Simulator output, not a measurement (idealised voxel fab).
The process module presented herein is designated voxel released beams.
Each square cell in cross-section cut measures 5 nm, and the section as a whole is 235 nm wide.
Format of a cross-section: grid, square cells. Given as bands. Order: top down. Band: one or more rows of cells.
A band entry consists of two parts. The first gives the height of the band's top and the height of its bottom, in nm. The rest lists the band's materials from left to right, each with its width in nm. A single material labelled with the word "everywhere" fills the band from edge to edge, and the word "empty" marks empty space.
It should be noted that heights are counted from 0, beneath which the wafer as supplied is of one material throughout, and that the lowest band possesses no lower boundary but continues downward, as written in "0 -> down".
Width "30..40": first value at the band's top row of cells, second value at its bottom row, equal change from row to row.
"everything unchanged" after a step means that no cell of the cross-section changed.
You'll see "Cavities, closed" listing empty spaces that have no way open to the top, as long as they're 8 cells or more; the notation is width x height at distance, where the distance is from the left edge, and all of it is in nm.
It should be noted that, on the line of a given step, the content following the step's settings is a remark produced by the simulator itself with respect to that step.
You can add "overlay nm" to a step's line. For a step with a mask, it describes how far the mask lay to the right of its planned position, and a negative number describes a lay to the left.
The process steps that were planned are listed below:
1,RECEIVE (material Si)
2,CONFORMAL_DEP (material Al2O3; thk nm 5)
3,DIRECTIONAL_DEP (material SiO2; thk nm 20)
4,MASKED_ETCH (tone open; mask id ANCHOR; width nm 25; etch materials SiO2; depth nm 20; overlay nm 0)
5,CONFORMAL_DEP (material W; thk nm 10)
6,DIRECTIONAL_DEP (material aC; thk nm 10)
7,PATTERN (tone cover; mask id BEAM; material resist; width nm 80; thk nm 25; overlay nm 0)
8,DIRECTIONAL_ETCH (etch materials aC; depth nm 10)
9,STRIP (etch materials resist)
10,DIRECTIONAL_ETCH (etch materials W; depth nm 10)
11,STRIP (etch materials aC)
12,STRIP (etch materials SiO2)
First of two wafers: run as planned:
Cross-section of the wafer at receipt, which is the condition after step 1:
	0 -> down  Si everywhere
	Cavities, closed: none
Cross-section of the wafer after step 2:
	5 -> 0  Al2O3 everywhere
	Note: structure below 0 unchanged.
Cross-section of the wafer after step 3:
	25 -> 5  SiO2 everywhere
	Note: structure below 5 unchanged.
Cross-section of the wafer after step 4:
	25 -> 5  SiO2 80 nm  empty 25 nm  SiO2 130 nm
	Note: structure below 5 unchanged.
Cross-section of the wafer after step 5:
	35 -> 25  W 90 nm  empty 5 nm  W 140 nm
	25 -> 15  SiO2 80 nm  W 10 nm  empty 5 nm  W 10 nm  SiO2 130 nm
	15 -> 5  SiO2 80 nm  W 25 nm  SiO2 130 nm
	Note: structure below 5 unchanged.
Cross-section of the wafer after step 6:
	45 -> 35  aC 90 nm  empty 5 nm  aC 140 nm
	35 -> 25  W 90 nm  empty 5 nm  W 140 nm
	25 -> 15  SiO2 80 nm  W 10 nm  aC 5 nm  W 10 nm  SiO2 130 nm
	Note: structure below 15 unchanged.
Cross-section of the wafer after step 7:
	70 -> 45  empty 75 nm  resist 80 nm  empty 80 nm
	45 -> 35  aC 90 nm  resist 5 nm  aC 140 nm
	35 -> 25  W 90 nm  resist 5 nm  W 140 nm
	Note: structure below 25 unchanged.
Cross-section of the wafer after step 8:
	60 -> 45  empty 75 nm  resist 80 nm  empty 80 nm
	45 -> 35  empty 75 nm  aC 15 nm  resist 5 nm  aC 60 nm  empty 80 nm
	Note: structure below 35 unchanged.
Cross-section of the wafer after step 9:
	45 -> 35  empty 75 nm  aC 15 nm  empty 5 nm  aC 60 nm  empty 80 nm
	35 -> 25  W 90 nm  empty 5 nm  W 140 nm
	Note: structure below 25 unchanged.
Cross-section of the wafer after step 10:
	45 -> 35  empty 75 nm  aC 15 nm  empty 5 nm  aC 60 nm  empty 80 nm
	35 -> 25  empty 75 nm  W 15 nm  empty 5 nm  W 60 nm  empty 80 nm
	Note: structure below 25 unchanged.
Cross-section of the wafer after step 11:
	35 -> 25  empty 75 nm  W 15 nm  empty 5 nm  W 60 nm  empty 80 nm
	25 -> 15  SiO2 80 nm  W 10 nm  empty 5 nm  W 10 nm  SiO2 130 nm
	Note: structure below 15 unchanged.
Cross-section of the wafer after step 12:
	35 -> 25  empty 75 nm  W 15 nm  empty 5 nm  W 60 nm  empty 80 nm
	25 -> 15  empty 80 nm  W 10 nm  empty 5 nm  W 10 nm  empty 130 nm
	15 -> 5  empty 80 nm  W 25 nm  empty 130 nm
	Note: structure below 5 unchanged.
Now the other wafer: same start, same recipe, but we messed up one thing when running it. Up to and including step 2 it's the same as the first one:
The second wafer in cross-section, at the planned close of step 3: everything unchanged
The second wafer in cross-section, at the planned close of step 4: everything unchanged
The second wafer in cross-section, at the planned close of step 5:
	15 -> 5  W everywhere
	Note: structure below 5 unchanged.
The second wafer in cross-section, at the planned close of step 6:
	25 -> 15  aC everywhere
	Note: structure below 15 unchanged.
The second wafer in cross-section, at the planned close of step 7:
	50 -> 25  empty 75 nm  resist 80 nm  empty 80 nm
	Note: structure below 25 unchanged.
The second wafer in cross-section, at the planned close of step 8:
	40 -> 25  empty 75 nm  resist 80 nm  empty 80 nm
	25 -> 15  empty 75 nm  aC 80 nm  empty 80 nm
	Note: structure below 15 unchanged.
The second wafer in cross-section, at the planned close of step 9:
	25 -> 15  empty 75 nm  aC 80 nm  empty 80 nm
	Note: structure below 15 unchanged.
The second wafer in cross-section, at the planned close of step 10:
	25 -> 15  empty 75 nm  aC 80 nm  empty 80 nm
	15 -> 5  empty 75 nm  W 80 nm  empty 80 nm
	Note: structure below 5 unchanged.
The second wafer in cross-section, at the planned close of step 11:
	15 -> 5  empty 75 nm  W 80 nm  empty 80 nm
	Note: structure below 5 unchanged.
The second wafer in cross-section, at the planned close of step 12: everything unchanged
Misprocessing identified: heads up, step 3 of the plan was skipped and never actually ran
Final comparison by cell count, materials where the second wafer has more or fewer than the first: 16 fewer of W
